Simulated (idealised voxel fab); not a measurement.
voxel transistor to metal: a process module
Cross-sectional view cut (width: 200 nm; square cell size: 5 nm).
Each cross-section below is a grid of square cells, stated as bands in top-down order, with one or more rows of cells making up each band. Heads up on the band format: heights come first, top then bottom, in nm. After that it's the materials left to right, each with its width in nm. A single material flagged "throughout" fills the whole band edge to edge, and "air" means there's empty space there. Heights are measured from 0, the level below which the as-received wafer is all one material; the lowest band has no bottom and continues downward, written as in "0..down". When a width is written as two numbers, as in "30..40", the first number is the width in the top row of cells of the band and the second is the width in its bottom row, and the width changes by the same amount from each row to the next. The designation "no modification", where it is given for a processing step, indicates that no cell of the cross-section was altered in the course of that step. Under "Enclosed void catalog" you'll find the enclosed gaps, the ones with no way out to the top, that are 8 cells or bigger; each reads width x height at distance, with distance counted from the left edge, everything in nm. after a step's settings: what the simulator itself notes on the step. Steps that use a mask can have "overlay nm" on their line. It says how far the mask sat to the right of where it was meant to be. Negative means to the left.

STEPS PLANNED FOR THE PROCESS
- 1: RECEIVE [material Si]
- 2: CONFORMAL_DEP [material SiO2] [thk nm 5]
- 3: CONFORMAL_DEP [material SiN] [thk nm 15]
- 4: MASKED_ETCH [tone cover] [mask id ACTIVE] [width nm 115] [etch materials SiN] [depth nm 15] [overlay nm 0]
- 5: MASKED_ETCH [tone cover] [mask id ACTIVE] [width nm 115] [etch materials SiO2] [depth nm 5] [overlay nm 0]
- 6: MASKED_ETCH [tone cover] [mask id ACTIVE] [width nm 115] [etch materials Si] [depth nm 20] [overlay nm 0]
- 7: FILL_DEP [material SiO2] [thk nm 15]
- 8: CMP [height nm 20]
- 9: SELECTIVE_ETCH [etch materials SiO2] [depth nm 10]
- 10: STRIP [etch materials SiN]
- 11: SELECTIVE_ETCH [etch materials SiO2] [depth nm 5]
- 12: OXIDIZE [depth nm 5]
- 13: DIRECTIONAL_DEP [material polySi] [thk nm 25]
- 14: DIRECTIONAL_DEP [material SiCN] [thk nm 10]
- 15: MASKED_ETCH [tone cover] [mask id GATE] [width nm 25] [etch materials SiCN] [depth nm 20] [overlay nm 0]
- 16: MASKED_ETCH [tone cover] [mask id GATE] [width nm 25] [etch materials polySi] [depth nm 35] [overlay nm 0]
- 17: CONFORMAL_DEP [material SiN] [thk nm 10]
- 18: DIRECTIONAL_ETCH [etch materials SiN] [depth nm 10]
- 19: DIRECTIONAL_ETCH [etch materials SiO2] [depth nm 5]
- 20: EPI [material SiGe] [thk nm 5]
- 21: FILL_DEP [material SiO2] [thk nm 5]
- 22: CMP [height nm 35]
- 23: DIRECTIONAL_DEP [material SiO2] [thk nm 10]
- 24: PATTERN [tone open] [mask id CONTACT] [material resist] [width nm 20] [pitch nm 85] [thk nm 15] [overlay nm 0]
- 25: DIRECTIONAL_ETCH [etch materials SiO2] [depth nm 45]
- 26: STRIP [etch materials resist]
- 27: CONFORMAL_DEP [material TiN] [thk nm 5]
- 28: FILL_DEP [material W] [thk nm 10]
- 29: CMP [height nm 45]
- 30: DIRECTIONAL_DEP [material TiN] [thk nm 5]
- 31: DIRECTIONAL_DEP [material Ru] [thk nm 20]
- 32: DIRECTIONAL_DEP [material aC] [thk nm 10]
- 33: PATTERN [tone cover] [mask id METAL_1] [material resist] [width nm 20] [pitch nm 85] [thk nm 25] [overlay nm 0]
- 34: DIRECTIONAL_ETCH [etch materials aC] [depth nm 10]
- 35: STRIP [etch materials resist]
- 36: DIRECTIONAL_ETCH [etch materials Ru] [depth nm 20]
- 37: DIRECTIONAL_ETCH [etch materials TiN] [depth nm 5]
- 38: STRIP [etch materials aC]
- 39: CONFORMAL_DEP [material SiN] [thk nm 5]
- 40: FILL_DEP [material SiO2] [thk nm 5]
- 41: CMP [height nm 70]
- 42: CONFORMAL_DEP [material SiCN] [thk nm 5]

SO, THE FIRST OF OUR TWO WAFERS, RUN JUST AS WE PLANNED IT

SHOWN IN CROSS-SECTION IS THE WAFER AS RECEIVED, THAT IS, AS IT STANDS AFTER STEP 1
    0..down: Si throughout
    Enclosed void catalog: none

CROSS-SECTION THROUGH THE WAFER, STEP 2 FINISHED
    5..0: SiO2 throughout
    Under the height 0 nothing was changed.

CROSS-SECTION THROUGH THE WAFER, STEP 3 FINISHED
    20..5: SiN throughout
    Under the height 5 nothing was changed.

CROSS-SECTION THROUGH THE WAFER, STEP 4 FINISHED
    20..5: air=40; SiN=115; air=45
    Under the height 5 nothing was changed.

CROSS-SECTION THROUGH THE WAFER, STEP 5 FINISHED
    20..5: air=40; SiN=115; air=45
    5..0: air=40; SiO2=115; air=45
    Under the height 0 nothing was changed.

CROSS-SECTION THROUGH THE WAFER, STEP 6 FINISHED
    20..5: air=40; SiN=115; air=45
    5..0: air=40; SiO2=115; air=45
    0..-20: air=40; Si=115; air=45
    Under the height -20 nothing was changed.

CROSS-SECTION THROUGH THE WAFER, STEP 7 FINISHED
    35..20: SiO2 throughout
    20..5: SiO2=40; SiN=115; SiO2=45
    5..0: SiO2 throughout
    0..-20: SiO2=40; Si=115; SiO2=45
    Under the height -20 nothing was changed.

CROSS-SECTION THROUGH THE WAFER, STEP 8 FINISHED
    20..5: SiO2=40; SiN=115; SiO2=45
    Under the height 5 nothing was changed.

CROSS-SECTION THROUGH THE WAFER, STEP 9 FINISHED
    20..10: air=40; SiN=115; air=45
    Under the height 10 nothing was changed.

CROSS-SECTION THROUGH THE WAFER, STEP 10 FINISHED
    10..5: SiO2=40; air=115; SiO2=45
    Under the height 5 nothing was changed.

CROSS-SECTION THROUGH THE WAFER, STEP 11 FINISHED
    5..0: SiO2=35; air=125; SiO2=40
    Under the height 0 nothing was changed.

CROSS-SECTION THROUGH THE WAFER, STEP 12 FINISHED
    5..0: SiO2=35; air=125; SiO2=40
    0..-5: SiO2 throughout
    Under the height -5 nothing was changed.

CROSS-SECTION THROUGH THE WAFER, STEP 13 FINISHED
    30..25: polySi=35; air=125; polySi=40
    25..5: polySi throughout
    5..0: SiO2=35; polySi=125; SiO2=40
    Under the height 0 nothing was changed.

CROSS-SECTION THROUGH THE WAFER, STEP 14 FINISHED
    40..35: SiCN=35; air=125; SiCN=40
    35..30: SiCN throughout
    30..25: polySi=35; SiCN=125; polySi=40
    Under the height 25 nothing was changed.

CROSS-SECTION THROUGH THE WAFER, STEP 15 FINISHED
    35..30: air=85; SiCN=25; air=90
    30..25: polySi=35; air=50; SiCN=25; air=50; polySi=40
    Under the height 25 nothing was changed.

CROSS-SECTION THROUGH THE WAFER, STEP 16 FINISHED
    35..25: air=85; SiCN=25; air=90
    25..5: air=85; polySi=25; air=90
    5..0: SiO2=35; air=50; polySi=25; air=50; SiO2=40
    Under the height 0 nothing was changed.

CROSS-SECTION THROUGH THE WAFER, STEP 17 FINISHED
    45..35: air=75; SiN=45; air=80
    35..25: air=75; SiN=10; SiCN=25; SiN=10; air=80
    25..15: air=75; SiN=10; polySi=25; SiN=10; air=80
    15..10: SiN=45; air=30; SiN=10; polySi=25; SiN=10; air=30; SiN=50
    10..5: SiN=85; polySi=25; SiN=90
    5..0: SiO2=35; SiN=50; polySi=25; SiN=50; SiO2=40
    Under the height 0 nothing was changed.

CROSS-SECTION THROUGH THE WAFER, STEP 18 FINISHED
    35..25: air=75; SiN=10; SiCN=25; SiN=10; air=80
    25..5: air=75; SiN=10; polySi=25; SiN=10; air=80
    5..0: SiO2=35; SiN=10; air=30; SiN=10; polySi=25; SiN=10; air=30; SiN=10; SiO2=40
    Under the height 0 nothing was changed.

CROSS-SECTION THROUGH THE WAFER, STEP 19 FINISHED
    35..25: air=75; SiN=10; SiCN=25; SiN=10; air=80
    25..5: air=75; SiN=10; polySi=25; SiN=10; air=80
    5..0: air=35; SiN=10; air=30; SiN=10; polySi=25; SiN=10; air=30; SiN=10; air=40
    0..-5: SiO2=45; air=30; SiO2=45; air=30; SiO2=50
    Under the height -5 nothing was changed.

CROSS-SECTION THROUGH THE WAFER, STEP 20 FINISHED
    35..25: air=75; SiN=10; SiCN=25; SiN=10; air=80
    25..5: air=75; SiN=10; polySi=25; SiN=10; air=80
    5..0: air=35; SiN=10; air=30; SiN=10; polySi=25; SiN=10; air=30; SiN=10; air=40
    0..-5: SiO2=45; SiGe=30; SiO2=45; SiGe=30; SiO2=50
    Under the height -5 nothing was changed.

CROSS-SECTION THROUGH THE WAFER, STEP 21 FINISHED
    40..35: SiO2 throughout
    35..25: SiO2=75; SiN=10; SiCN=25; SiN=10; SiO2=80
    25..5: SiO2=75; SiN=10; polySi=25; SiN=10; SiO2=80
    5..0: SiO2=35; SiN=10; SiO2=30; SiN=10; polySi=25; SiN=10; SiO2=30; SiN=10; SiO2=40
    Under the height 0 nothing was changed.

CROSS-SECTION THROUGH THE WAFER, STEP 22 FINISHED
    35..25: SiO2=75; SiN=10; SiCN=25; SiN=10; SiO2=80
    Under the height 25 nothing was changed.

CROSS-SECTION THROUGH THE WAFER, STEP 23 FINISHED
    45..35: SiO2 throughout
    Under the height 35 nothing was changed.

CROSS-SECTION THROUGH THE WAFER, STEP 24 FINISHED
    60..45: resist=45; air=20; resist=65; air=20; resist=50
    Under the height 45 nothing was changed.

CROSS-SECTION THROUGH THE WAFER, STEP 25 FINISHED
    60..45: resist=45; air=20; resist=65; air=20; resist=50
    45..35: SiO2=45; air=20; SiO2=65; air=20; SiO2=50
    35..25: SiO2=45; air=20; SiO2=10; SiN=10; SiCN=25; SiN=10; SiO2=10; air=20; SiO2=50
    25..5: SiO2=45; air=20; SiO2=10; SiN=10; polySi=25; SiN=10; SiO2=10; air=20; SiO2=50
    5..0: SiO2=35; SiN=10; air=20; SiO2=10; SiN=10; polySi=25; SiN=10; SiO2=10; air=20; SiN=10; SiO2=40
    Under the height 0 nothing was changed.

CROSS-SECTION THROUGH THE WAFER, STEP 26 FINISHED
    45..35: SiO2=45; air=20; SiO2=65; air=20; SiO2=50
    Under the height 35 nothing was changed.

CROSS-SECTION THROUGH THE WAFER, STEP 27 FINISHED
    50..45: TiN=50; air=10; TiN=75; air=10; TiN=55
    45..35: SiO2=45; TiN=5; air=10; TiN=5; SiO2=65; TiN=5; air=10; TiN=5; SiO2=50
    35..25: SiO2=45; TiN=5; air=10; TiN=5; SiO2=10; SiN=10; SiCN=25; SiN=10; SiO2=10; TiN=5; air=10; TiN=5; SiO2=50
    25..5: SiO2=45; TiN=5; air=10; TiN=5; SiO2=10; SiN=10; polySi=25; SiN=10; SiO2=10; TiN=5; air=10; TiN=5; SiO2=50
    5..0: SiO2=35; SiN=10; TiN=20; SiO2=10; SiN=10; polySi=25; SiN=10; SiO2=10; TiN=20; SiN=10; SiO2=40
    Under the height 0 nothing was changed.

CROSS-SECTION THROUGH THE WAFER, STEP 28 FINISHED
    60..50: W throughout
    50..45: TiN=50; W=10; TiN=75; W=10; TiN=55
    45..35: SiO2=45; TiN=5; W=10; TiN=5; SiO2=65; TiN=5; W=10; TiN=5; SiO2=50
    35..25: SiO2=45; TiN=5; W=10; TiN=5; SiO2=10; SiN=10; SiCN=25; SiN=10; SiO2=10; TiN=5; W=10; TiN=5; SiO2=50
    25..5: SiO2=45; TiN=5; W=10; TiN=5; SiO2=10; SiN=10; polySi=25; SiN=10; SiO2=10; TiN=5; W=10; TiN=5; SiO2=50
    Under the height 5 nothing was changed.

CROSS-SECTION THROUGH THE WAFER, STEP 29 FINISHED
    45..35: SiO2=45; TiN=5; W=10; TiN=5; SiO2=65; TiN=5; W=10; TiN=5; SiO2=50
    Under the height 35 nothing was changed.

CROSS-SECTION THROUGH THE WAFER, STEP 30 FINISHED
    50..45: TiN throughout
    Under the height 45 nothing was changed.

CROSS-SECTION THROUGH THE WAFER, STEP 31 FINISHED
    70..50: Ru throughout
    Under the height 50 nothing was changed.

CROSS-SECTION THROUGH THE WAFER, STEP 32 FINISHED
    80..70: aC throughout
    Under the height 70 nothing was changed.

CROSS-SECTION THROUGH THE WAFER, STEP 33 FINISHED
    105..80: air=45; resist=20; air=65; resist=20; air=50
    Under the height 80 nothing was changed.

CROSS-SECTION THROUGH THE WAFER, STEP 34 FINISHED
    95..80: air=45; resist=20; air=65; resist=20; air=50
    80..70: air=45; aC=20; air=65; aC=20; air=50
    Under the height 70 nothing was changed.

CROSS-SECTION THROUGH THE WAFER, STEP 35 FINISHED
    80..70: air=45; aC=20; air=65; aC=20; air=50
    Under the height 70 nothing was changed.

CROSS-SECTION THROUGH THE WAFER, STEP 36 FINISHED
    80..70: air=45; aC=20; air=65; aC=20; air=50
    70..50: air=45; Ru=20; air=65; Ru=20; air=50
    Under the height 50 nothing was changed.

CROSS-SECTION THROUGH THE WAFER, STEP 37 FINISHED
    80..70: air=45; aC=20; air=65; aC=20; air=50
    70..50: air=45; Ru=20; air=65; Ru=20; air=50
    50..45: air=45; TiN=20; air=65; TiN=20; air=50
    Under the height 45 nothing was changed.

CROSS-SECTION THROUGH THE WAFER, STEP 38 FINISHED
    70..50: air=45; Ru=20; air=65; Ru=20; air=50
    Under the height 50 nothing was changed.

CROSS-SECTION THROUGH THE WAFER, STEP 39 FINISHED
    75..70: air=40; SiN=30; air=55; SiN=30; air=45
    70..50: air=40; SiN=5; Ru=20; SiN=5; air=55; SiN=5; Ru=20; SiN=5; air=45
    50..45: SiN=45; TiN=20; SiN=65; TiN=20; SiN=50
    Under the height 45 nothing was changed.

CROSS-SECTION THROUGH THE WAFER, STEP 40 FINISHED
    80..75: SiO2 throughout
    75..70: SiO2=40; SiN=30; SiO2=55; SiN=30; SiO2=45
    70..50: SiO2=40; SiN=5; Ru=20; SiN=5; SiO2=55; SiN=5; Ru=20; SiN=5; SiO2=45
    Under the height 50 nothing was changed.

CROSS-SECTION THROUGH THE WAFER, STEP 41 FINISHED
    70..50: SiO2=40; SiN=5; Ru=20; SiN=5; SiO2=55; SiN=5; Ru=20; SiN=5; SiO2=45
    Under the height 50 nothing was changed.

CROSS-SECTION THROUGH THE WAFER, STEP 42 FINISHED
    75..70: SiCN throughout
    Under the height 70 nothing was changed.

THE REMAINING WAFER, SECOND OF THE TWO, STARTED LIKE THE FIRST AND WAS RUN TO THE SAME PLAN, EXCEPT THAT ONE MISTAKE WAS MADE ALONG THE WAY; THE TWO COINCIDE THROUGH STEP 29, INCLUSIVE

SECOND WAFER SHOWN IN CROSS-SECTION AT THE TIME STEP 30 WAS SLATED TO END
    65..45: Ru throughout
    Under the height 45 nothing was changed.

SECOND WAFER SHOWN IN CROSS-SECTION AT THE TIME STEP 31 WAS SLATED TO END
    70..65: TiN throughout
    Under the height 65 nothing was changed.

SECOND WAFER SHOWN IN CROSS-SECTION AT THE TIME STEP 32 WAS SLATED TO END
    80..70: aC throughout
    Under the height 70 nothing was changed.

SECOND WAFER SHOWN IN CROSS-SECTION AT THE TIME STEP 33 WAS SLATED TO END
    105..80: air=45; resist=20; air=65; resist=20; air=50
    Under the height 80 nothing was changed.

SECOND WAFER SHOWN IN CROSS-SECTION AT THE TIME STEP 34 WAS SLATED TO END
    95..80: air=45; resist=20; air=65; resist=20; air=50
    80..70: air=45; aC=20; air=65; aC=20; air=50
    Under the height 70 nothing was changed.

SECOND WAFER SHOWN IN CROSS-SECTION AT THE TIME STEP 35 WAS SLATED TO END
    80..70: air=45; aC=20; air=65; aC=20; air=50
    Under the height 70 nothing was changed.

Second wafer shown in cross-section at the time step 36 was slated to end: no modification

SECOND WAFER SHOWN IN CROSS-SECTION AT THE TIME STEP 37 WAS SLATED TO END
    80..70: air=45; aC=20; air=65; aC=20; air=50
    70..65: air=45; TiN=20; air=65; TiN=20; air=50
    Under the height 65 nothing was changed.

SECOND WAFER SHOWN IN CROSS-SECTION AT THE TIME STEP 38 WAS SLATED TO END
    70..65: air=45; TiN=20; air=65; TiN=20; air=50
    Under the height 65 nothing was changed.

SECOND WAFER SHOWN IN CROSS-SECTION AT THE TIME STEP 39 WAS SLATED TO END
    75..70: air=40; SiN=30; air=55; SiN=30; air=45
    70..65: SiN=45; TiN=20; SiN=65; TiN=20; SiN=50
    Under the height 65 nothing was changed.

SECOND WAFER SHOWN IN CROSS-SECTION AT THE TIME STEP 40 WAS SLATED TO END
    80..75: SiO2 throughout
    75..70: SiO2=40; SiN=30; SiO2=55; SiN=30; SiO2=45
    Under the height 70 nothing was changed.

SECOND WAFER SHOWN IN CROSS-SECTION AT THE TIME STEP 41 WAS SLATED TO END
    70..65: SiN=45; TiN=20; SiN=65; TiN=20; SiN=50
    Under the height 65 nothing was changed.

SECOND WAFER SHOWN IN CROSS-SECTION AT THE TIME STEP 42 WAS SLATED TO END
    75..70: SiCN throughout
    Under the height 70 nothing was changed.
Against the plan, the run slipped here: ran 30 and 31 in swapped order versus the plan
Cell-count delta at end, second wafer over first, by material: Ru: 128 more | SiN: 16 fewer | SiO2: 112 fewer
